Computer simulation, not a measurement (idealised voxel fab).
This section sets out a process module, namely voxel capacitor over wiring.
The cross-section on display is named cut; it measures 180 nm wide, and its cells are 5 nm squares.
Just so we're on the same page, the cross-sections are grids of square cells, and they're listed out in bands top to bottom, each band one or more rows deep. In this notation a band is specified by the heights of its top and bottom, in that order and in nm, after which its materials appear from left to right, each paired with its width in nm. The word "everywhere" attached to a single material means that material fills the band from edge to edge; the word "air" stands for empty space. For the purposes of this specification, 0 denotes the height below which the wafer in its as-received condition is composed wholly of one material, and the lowermost band, lacking a lower limit, extends downward without end, as expressed in "0 nm and below". A width given as "30->40" starts at the first number in the band's top row and ends at the second number in its bottom row, shifting by an equal amount at every step from row to row. Reading "nothing got changed" for a step: not a cell of the cross-section changed in it. So "Enclosed cavity list" is basically the list of trapped voids: any empty space of 8 cells or more that can't reach the top through an opening. They're written width x height at distance, the distance being from the left edge, and it's all nm. On each step's line, the part that comes after the settings is the simulator's own comment on the step. overlay nm: mask right of planned place by this much (step with mask). Neg. = left. Each of the pairs that make up the rest of this document says: here is the cross-section before one process step, here is the cross-section after it, drawn only down to the lowest band that changed, and here, under the pair, is the step lying between them with its settings. Different pairs may come from different runs of this module on the same starting wafer, so a pair continues from the pair above it only where its entry headed "Before-step section" says so.

### Before-step section
- 60 nm to 50 nm  air=45  aC=15  air=120
- 50 nm to 35 nm  air=45  SiO2=15  air=120
- 35 nm to 30 nm  SiCN everywhere
- 30 nm to 15 nm  SiO2=30  SiCN=5  Ru=25  SiCN=5  SiO2=50  SiCN=5  Ru=25  SiCN=5  SiO2=30
- 15 nm to 10 nm  SiCN=35  TiN=25  SiCN=60  TiN=25  SiCN=35
- 10 nm to 0 nm  SiO2 everywhere
- 0 nm and below  Si everywhere
- Enclosed cavity list: none

### Section, Post-Step
- 60 nm to 50 nm  air=45  aC=15  air=120
- 50 nm to 35 nm  air=45  SiO2=15  air=120
- 35 nm to 30 nm  air=45  SiCN=15  air=120
- Under the height 30 nothing was changed.
- Enclosed cavity list: none
Formally, the process step situated between the two cross-sections above is DIRECTIONAL_ETCH (etch materials SiCN; depth nm 5)

Before-step section: equal to the after panel directly above.

### Section, Post-Step
- 50 nm to 35 nm  air=45  SiO2=15  air=120
- Under the height 35 nothing was changed.
- Enclosed cavity list: none
Formally, the process step situated between the two cross-sections above is STRIP (etch materials aC)

Before-step section: equal to the after panel directly above.

### Section, Post-Step
- 50 nm to 40 nm  air=45  SiO2=15  air=120
- 40 nm to 35 nm  air=25  Ru=20  SiO2=15  air=50  Ru=45  air=25
- 35 nm to 30 nm  air=25  Ru=20  SiCN=15  air=50  Ru=45  air=25
- Under the height 30 nothing was changed.
- Enclosed cavity list: none
Formally, the process step situated between the two cross-sections above is EPI (material Ru; thk nm 10)

Before-step section: equal to the after panel directly above.

### Section, Post-Step
- 50 nm to 35 nm  air=15  Ru=30  SiO2=15  air=40  Ru=65  air=15
- 35 nm to 30 nm  air=15  Ru=30  SiCN=15  air=40  Ru=65  air=15
- Under the height 30 nothing was changed.
- Enclosed cavity list: none
Formally, the process step situated between the two cross-sections above is EPI (material Ru; thk nm 10)

Before-step section: equal to the after panel directly above.

### Section, Post-Step
- 60 nm to 50 nm  air=15  TiN=45  air=40  TiN=65  air=15
- 50 nm to 40 nm  air=15  Ru=30  SiO2=15  air=40  Ru=65  air=15
- 40 nm to 35 nm  TiN=15  Ru=30  SiO2=15  TiN=40  Ru=65  TiN=15
- 35 nm to 30 nm  TiN=15  Ru=30  SiCN=15  TiN=40  Ru=65  TiN=15
- Under the height 30 nothing was changed.
- Enclosed cavity list: none
Formally, the process step situated between the two cross-sections above is DIRECTIONAL_DEP (material TiN; thk nm 10)

Before-step section: equal to the after panel directly above.

### Section, Post-Step
- 65 nm to 60 nm  air=15  SiN=45  air=40  SiN=65  air=15
- 60 nm to 50 nm  air=15  TiN=45  air=40  TiN=65  air=15
- 50 nm to 45 nm  air=15  Ru=30  SiO2=15  air=40  Ru=65  air=15
- 45 nm to 40 nm  SiN=15  Ru=30  SiO2=15  SiN=40  Ru=65  SiN=15
- Under the height 40 nothing was changed.
- Enclosed cavity list: none
Formally, the process step situated between the two cross-sections above is DIRECTIONAL_DEP (material SiN; thk nm 5)

Before-step section: equal to the after panel directly above.

### Section, Post-Step
- 70 nm to 65 nm  air=15  TiN=45  air=40  TiN=65  air=15
- 65 nm to 60 nm  air=15  SiN=45  air=40  SiN=65  air=15
- 60 nm to 50 nm  air=15  TiN=45  air=40  TiN=65  air=15
- 50 nm to 45 nm  TiN=15  Ru=30  SiO2=15  TiN=40  Ru=65  TiN=15
- Under the height 45 nothing was changed.
- Enclosed cavity list: none
Formally, the process step situated between the two cross-sections above is DIRECTIONAL_DEP (material TiN; thk nm 5)

Before-step section: equal to the after panel directly above.

### Section, Post-Step
- 85 nm to 70 nm  air=15  aC=45  air=40  aC=65  air=15
- 70 nm to 65 nm  air=15  TiN=45  air=40  TiN=65  air=15
- 65 nm to 60 nm  aC=15  SiN=45  aC=40  SiN=65  aC=15
- 60 nm to 50 nm  aC=15  TiN=45  aC=40  TiN=65  aC=15
- Under the height 50 nothing was changed.
- Enclosed cavity list: none
Formally, the process step situated between the two cross-sections above is DIRECTIONAL_DEP (material aC; thk nm 15)

Before-step section: equal to the after panel directly above.

### Section, Post-Step
- 120 nm to 85 nm  air=45  resist=65  air=70
- 85 nm to 70 nm  air=15  aC=45  resist=40  aC=65  air=15
- 70 nm to 65 nm  air=15  TiN=45  resist=40  TiN=65  air=15
- Under the height 65 nothing was changed.
- Enclosed cavity list: none
Formally, the process step situated between the two cross-sections above is PATTERN (tone cover; mask id UPPER_PLATE; material resist; width nm 65; thk nm 35; overlay nm 0)

Before-step section: equal to the after panel directly above.

### Section, Post-Step
- 105 nm to 85 nm  air=45  resist=65  air=70
- 85 nm to 70 nm  air=45  aC=15  resist=40  aC=10  air=70
- 70 nm to 65 nm  air=15  TiN=45  resist=40  TiN=65  air=15
- 65 nm to 60 nm  air=15  SiN=45  aC=40  SiN=65  air=15
- 60 nm to 50 nm  air=15  TiN=45  aC=40  TiN=65  air=15
- Under the height 50 nothing was changed.
- Enclosed cavity list: none
Formally, the process step situated between the two cross-sections above is DIRECTIONAL_ETCH (etch materials aC; depth nm 15)

Before-step section: equal to the after panel directly above.

### Section, Post-Step
- 85 nm to 70 nm  air=45  aC=15  air=40  aC=10  air=70
- 70 nm to 65 nm  air=15  TiN=45  air=40  TiN=65  air=15
- Under the height 65 nothing was changed.
- Enclosed cavity list: none
Formally, the process step situated between the two cross-sections above is STRIP (etch materials resist)

Before-step section: equal to the after panel directly above.

### Section, Post-Step
- 85 nm to 70 nm  air=45  aC=15  air=40  aC=10  air=70
- 70 nm to 65 nm  air=45  TiN=15  air=40  TiN=10  air=70
- 65 nm to 60 nm  air=15  SiN=45  aC=40  SiN=65  air=15
- 60 nm to 50 nm  air=15  TiN=45  aC=40  TiN=65  air=15
- 50 nm to 45 nm  air=15  Ru=30  SiO2=15  TiN=40  Ru=65  air=15
- Under the height 45 nothing was changed.
- Enclosed cavity list: none
Formally, the process step situated between the two cross-sections above is DIRECTIONAL_ETCH (etch materials TiN; depth nm 5)

Before-step section: equal to the after panel directly above.

### Section, Post-Step
- 85 nm to 70 nm  air=45  aC=15  air=40  aC=10  air=70
- 70 nm to 65 nm  air=45  TiN=15  air=40  TiN=10  air=70
- 65 nm to 60 nm  air=45  SiN=15  aC=40  SiN=10  air=70
- 60 nm to 50 nm  air=15  TiN=45  aC=40  TiN=65  air=15
- 50 nm to 45 nm  air=15  Ru=30  SiO2=15  TiN=40  Ru=65  air=15
- 45 nm to 40 nm  air=15  Ru=30  SiO2=15  SiN=40  Ru=65  air=15
- Under the height 40 nothing was changed.
- Enclosed cavity list: none
Formally, the process step situated between the two cross-sections above is DIRECTIONAL_ETCH (etch materials SiN; depth nm 5)

Before-step section: equal to the after panel directly above.

### Section, Post-Step
- 70 nm to 65 nm  air=45  TiN=15  air=40  TiN=10  air=70
- 65 nm to 60 nm  air=45  SiN=15  air=40  SiN=10  air=70
- 60 nm to 50 nm  air=15  TiN=45  air=40  TiN=65  air=15
- Under the height 50 nothing was changed.
- Enclosed cavity list: none
Formally, the process step situated between the two cross-sections above is STRIP (etch materials aC)

Before-step section: equal to the after panel directly above.

### Section, Post-Step
- 85 nm to 70 nm  air=40  resist=75  air=65
- 70 nm to 65 nm  air=40  resist=5  TiN=15  resist=40  TiN=10  resist=5  air=65
- 65 nm to 60 nm  air=40  resist=5  SiN=15  resist=40  SiN=10  resist=5  air=65
- 60 nm to 50 nm  air=15  TiN=45  resist=40  TiN=65  air=15
- Under the height 50 nothing was changed.
- Enclosed cavity list: none
Formally, the process step situated between the two cross-sections above is PATTERN (tone cover; mask id LOWER_PLATE; material resist; width nm 75; thk nm 15; overlay nm 0)

Before-step section: equal to the after panel directly above.

### Section, Post-Step
- 85 nm to 70 nm  air=40  resist=75  air=65
- 70 nm to 65 nm  air=40  resist=5  TiN=15  resist=40  TiN=10  resist=5  air=65
- 65 nm to 60 nm  air=40  resist=5  SiN=15  resist=40  SiN=10  resist=5  air=65
- 60 nm to 50 nm  air=40  TiN=20  resist=40  TiN=15  air=65
- 50 nm to 45 nm  air=15  Ru=30  SiO2=15  TiN=40  Ru=65  air=15
- 45 nm to 40 nm  air=15  Ru=30  SiO2=15  SiN=40  Ru=65  air=15
- 40 nm to 35 nm  air=15  Ru=30  SiO2=15  TiN=40  Ru=65  air=15
- 35 nm to 30 nm  air=15  Ru=30  SiCN=15  TiN=40  Ru=65  air=15
- Under the height 30 nothing was changed.
- Enclosed cavity list: none
Formally, the process step situated between the two cross-sections above is DIRECTIONAL_ETCH (etch materials TiN; depth nm 10)

Before-step section: equal to the after panel directly above.

### Section, Post-Step
- 70 nm to 65 nm  air=45  TiN=15  air=40  TiN=10  air=70
- 65 nm to 60 nm  air=45  SiN=15  air=40  SiN=10  air=70
- 60 nm to 50 nm  air=40  TiN=20  air=40  TiN=15  air=65
- Under the height 50 nothing was changed.
- Enclosed cavity list: none
Formally, the process step situated between the two cross-sections above is STRIP (etch materials resist)

Before-step section: equal to the after panel directly above.

### Section, Post-Step
- 85 nm to 70 nm  SiO2 everywhere
- 70 nm to 65 nm  SiO2=45  TiN=15  SiO2=40  TiN=10  SiO2=70
- 65 nm to 60 nm  SiO2=45  SiN=15  SiO2=40  SiN=10  SiO2=70
- 60 nm to 50 nm  SiO2=40  TiN=20  SiO2=40  TiN=15  SiO2=65
- 50 nm to 45 nm  SiO2=15  Ru=30  SiO2=15  TiN=40  Ru=65  SiO2=15
- 45 nm to 40 nm  SiO2=15  Ru=30  SiO2=15  SiN=40  Ru=65  SiO2=15
- 40 nm to 35 nm  SiO2=15  Ru=30  SiO2=15  TiN=40  Ru=65  SiO2=15
- 35 nm to 30 nm  SiO2=15  Ru=30  SiCN=15  TiN=40  Ru=65  SiO2=15
- Under the height 30 nothing was changed.
- Enclosed cavity list: none
Formally, the process step situated between the two cross-sections above is FILL_DEP (material SiO2; thk nm 15)

Before-step section: equal to the after panel directly above.

### Section, Post-Step
- 80 nm to 70 nm  SiO2 everywhere
- Under the height 70 nothing was changed.
- Enclosed cavity list: none
Formally, the process step situated between the two cross-sections above is CMP (height nm 80)

Before-step section: equal to the after panel directly above.

### Section, Post-Step
- 80 nm to 70 nm  SiO2=55  air=15  SiO2=110
- Under the height 70 nothing was changed.
- Enclosed cavity list: none
Formally, the process step situated between the two cross-sections above is MASKED_ETCH (tone open; mask id PLUG_2; width nm 15; etch materials SiO2; depth nm 10; overlay nm 0)

Before-step section: equal to the after panel directly above.

### Section, Post-Step
- 85 nm to 80 nm  TiN=60  air=5  TiN=115
- 80 nm to 75 nm  SiO2=55  TiN=5  air=5  TiN=5  SiO2=110
- 75 nm to 70 nm  SiO2=55  TiN=15  SiO2=110
- Under the height 70 nothing was changed.
- Enclosed cavity list: none
Formally, the process step situated between the two cross-sections above is CONFORMAL_DEP (material TiN; thk nm 5)

Before-step section: equal to the after panel directly above.

### Section, Post-Step
- 95 nm to 85 nm  Cu everywhere
- 85 nm to 80 nm  TiN=60  Cu=5  TiN=115
- 80 nm to 75 nm  SiO2=55  TiN=5  Cu=5  TiN=5  SiO2=110
- Under the height 75 nothing was changed.
- Enclosed cavity list: none
Formally, the process step situated between the two cross-sections above is FILL_DEP (material Cu; thk nm 10)

Before-step section: equal to the after panel directly above.

### Section, Post-Step
- 80 nm to 75 nm  SiO2=55  TiN=5  Cu=5  TiN=5  SiO2=110
- Under the height 75 nothing was changed.
- Enclosed cavity list: none
Formally, the process step situated between the two cross-sections above is CMP (height nm 80)

Before-step section: equal to the after panel directly above.

### Section, Post-Step
- 85 nm to 80 nm  SiN everywhere
- Under the height 80 nothing was changed.
- Enclosed cavity list: none
Formally, the process step situated between the two cross-sections above is CONFORMAL_DEP (material SiN; thk nm 5)
